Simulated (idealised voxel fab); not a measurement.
process module | voxel air gaps
cross-section cut | 230 nm wide | cells 5 nm
A cross-section is a grid of square cells, given in bands from the top down. A band is one or more rows of cells.
Each band's line starts with the height of the band's top and of its bottom, in nm. Then come its materials from left to right, each with its width in nm. One material with "throughout" fills the band from edge to edge. "air" is empty space.
Height 0 is the level under which the wafer as received is all one material. The lowest band goes on downwards, as in "0 down".
A width such as "30 to 40" changes by the same amount from each row of cells to the next, from the band's top row to its bottom row.
"no change" after a step means that no cell of the cross-section changed.
closed voids: empty space of 8 cells or more with no open way to the top, each as width x height at its distance from the left edge, in nm
after a step's settings: what the simulator itself notes on the step
overlay nm, on a step with a mask: how far to the right of its planned place the mask lay; to the left if negative
plan
1 op RECEIVE | material Si
2 op CONFORMAL_DEP | material SiO2 | thk nm 10
3 op CONFORMAL_DEP | material SiN | thk nm 5
4 op DIRECTIONAL_DEP | material lowk | thk nm 40
5 op PATTERN | tone open | mask id LINES | material resist | width nm 20 | pitch nm 45 | thk nm 20 | overlay nm 0
6 op DIRECTIONAL_ETCH | etch materials lowk | depth nm 40
7 op STRIP | etch materials resist
8 op CONFORMAL_DEP | material TiN | thk nm 5
9 op FILL_DEP | material Ru | thk nm 5
10 op CMP | height nm 55
11 op EPI | material Ru | thk nm 10
12 op SELECTIVE_ETCH | etch materials lowk | depth nm 50
13 op CONFORMAL_DEP | material SiCN | thk nm 5
first wafer, as planned
as received, after step 1
  0 down: Si throughout
  closed voids: none
after step 2
  10 to 0: SiO2 throughout
  below 0: unchanged
after step 3
  15 to 10: SiN throughout
  below 10: unchanged
after step 4
  55 to 15: lowk throughout
  below 15: unchanged
after step 5
  75 to 55: resist 35 | air 20 | resist 25 | air 20 | resist 25 | air 20 | resist 25 | air 20 | resist 40
  below 55: unchanged
after step 6
  75 to 55: resist 35 | air 20 | resist 25 | air 20 | resist 25 | air 20 | resist 25 | air 20 | resist 40
  55 to 15: lowk 35 | air 20 | lowk 25 | air 20 | lowk 25 | air 20 | lowk 25 | air 20 | lowk 40
  below 15: unchanged
after step 7
  55 to 15: lowk 35 | air 20 | lowk 25 | air 20 | lowk 25 | air 20 | lowk 25 | air 20 | lowk 40
  below 15: unchanged
after step 8
  60 to 55: TiN 40 | air 10 | TiN 35 | air 10 | TiN 35 | air 10 | TiN 35 | air 10 | TiN 45
  55 to 20: lowk 35 | TiN 5 | air 10 | TiN 5 | lowk 25 | TiN 5 | air 10 | TiN 5 | lowk 25 | TiN 5 | air 10 | TiN 5 | lowk 25 | TiN 5 | air 10 | TiN 5 | lowk 40
  20 to 15: lowk 35 | TiN 20 | lowk 25 | TiN 20 | lowk 25 | TiN 20 | lowk 25 | TiN 20 | lowk 40
  below 15: unchanged
after step 9
  65 to 60: Ru throughout
  60 to 55: TiN 40 | Ru 10 | TiN 35 | Ru 10 | TiN 35 | Ru 10 | TiN 35 | Ru 10 | TiN 45
  55 to 20: lowk 35 | TiN 5 | Ru 10 | TiN 5 | lowk 25 | TiN 5 | Ru 10 | TiN 5 | lowk 25 | TiN 5 | Ru 10 | TiN 5 | lowk 25 | TiN 5 | Ru 10 | TiN 5 | lowk 40
  below 20: unchanged
after step 10
  55 to 20: lowk 35 | TiN 5 | Ru 10 | TiN 5 | lowk 25 | TiN 5 | Ru 10 | TiN 5 | lowk 25 | TiN 5 | Ru 10 | TiN 5 | lowk 25 | TiN 5 | Ru 10 | TiN 5 | lowk 40
  below 20: unchanged
after step 11
  65 to 55: air 25 | Ru 40 | air 5 | Ru 40 | air 5 | Ru 40 | air 5 | Ru 40 | air 30
  below 55: unchanged
after step 12
  65 to 55: air 25 | Ru 40 | air 5 | Ru 40 | air 5 | Ru 40 | air 5 | Ru 40 | air 30
  55 to 20: air 35 | TiN 5 | Ru 10 | TiN 5 | air 25 | TiN 5 | Ru 10 | TiN 5 | air 25 | TiN 5 | Ru 10 | TiN 5 | air 25 | TiN 5 | Ru 10 | TiN 5 | air 40
  20 to 15: air 35 | TiN 20 | air 25 | TiN 20 | air 25 | TiN 20 | air 25 | TiN 20 | air 40
  below 15: unchanged
after step 13
  70 to 65: air 20 | SiCN 185 | air 25
  65 to 55: air 20 | SiCN 5 | Ru 40 | SiCN 5 | Ru 40 | SiCN 5 | Ru 40 | SiCN 5 | Ru 40 | SiCN 5 | air 25
  55 to 50: air 20 | SiCN 15 | TiN 5 | Ru 10 | TiN 5 | SiCN 25 | TiN 5 | Ru 10 | TiN 5 | SiCN 25 | TiN 5 | Ru 10 | TiN 5 | SiCN 25 | TiN 5 | Ru 10 | TiN 5 | SiCN 15 | air 25
  50 to 20: air 30 | SiCN 5 | TiN 5 | Ru 10 | TiN 5 | SiCN 5 | air 15 | SiCN 5 | TiN 5 | Ru 10 | TiN 5 | SiCN 5 | air 15 | SiCN 5 | TiN 5 | Ru 10 | TiN 5 | SiCN 5 | air 15 | SiCN 5 | TiN 5 | Ru 10 | TiN 5 | SiCN 5 | air 35
  20 to 15: SiCN 35 | TiN 20 | SiCN 25 | TiN 20 | SiCN 25 | TiN 20 | SiCN 25 | TiN 20 | SiCN 40
  below 15: unchanged
  closed voids: 15 x 30 at 60; 15 x 30 at 105; 15 x 30 at 150
second wafer: like start, like plan, one mistake. Through step 12 it matches the first wafer
when step 13 should have ended
  70 to 65: air 20 | SiN 185 | air 25
  65 to 55: air 20 | SiN 5 | Ru 40 | SiN 5 | Ru 40 | SiN 5 | Ru 40 | SiN 5 | Ru 40 | SiN 5 | air 25
  55 to 50: air 20 | SiN 15 | TiN 5 | Ru 10 | TiN 5 | SiN 25 | TiN 5 | Ru 10 | TiN 5 | SiN 25 | TiN 5 | Ru 10 | TiN 5 | SiN 25 | TiN 5 | Ru 10 | TiN 5 | SiN 15 | air 25
  50 to 20: air 30 | SiN 5 | TiN 5 | Ru 10 | TiN 5 | SiN 5 | air 15 | SiN 5 | TiN 5 | Ru 10 | TiN 5 | SiN 5 | air 15 | SiN 5 | TiN 5 | Ru 10 | TiN 5 | SiN 5 | air 15 | SiN 5 | TiN 5 | Ru 10 | TiN 5 | SiN 5 | air 35
  20 to 15: SiN 35 | TiN 20 | SiN 25 | TiN 20 | SiN 25 | TiN 20 | SiN 25 | TiN 20 | SiN 40
  below 15: unchanged
  closed voids: 15 x 30 at 60; 15 x 30 at 105; 15 x 30 at 150
what went wrong: step 13 ran as: op CONFORMAL_DEP | material SiN | thk nm 5
at the end the second wafer has, in cells: 146 fewer of SiCN | 146 more of SiN
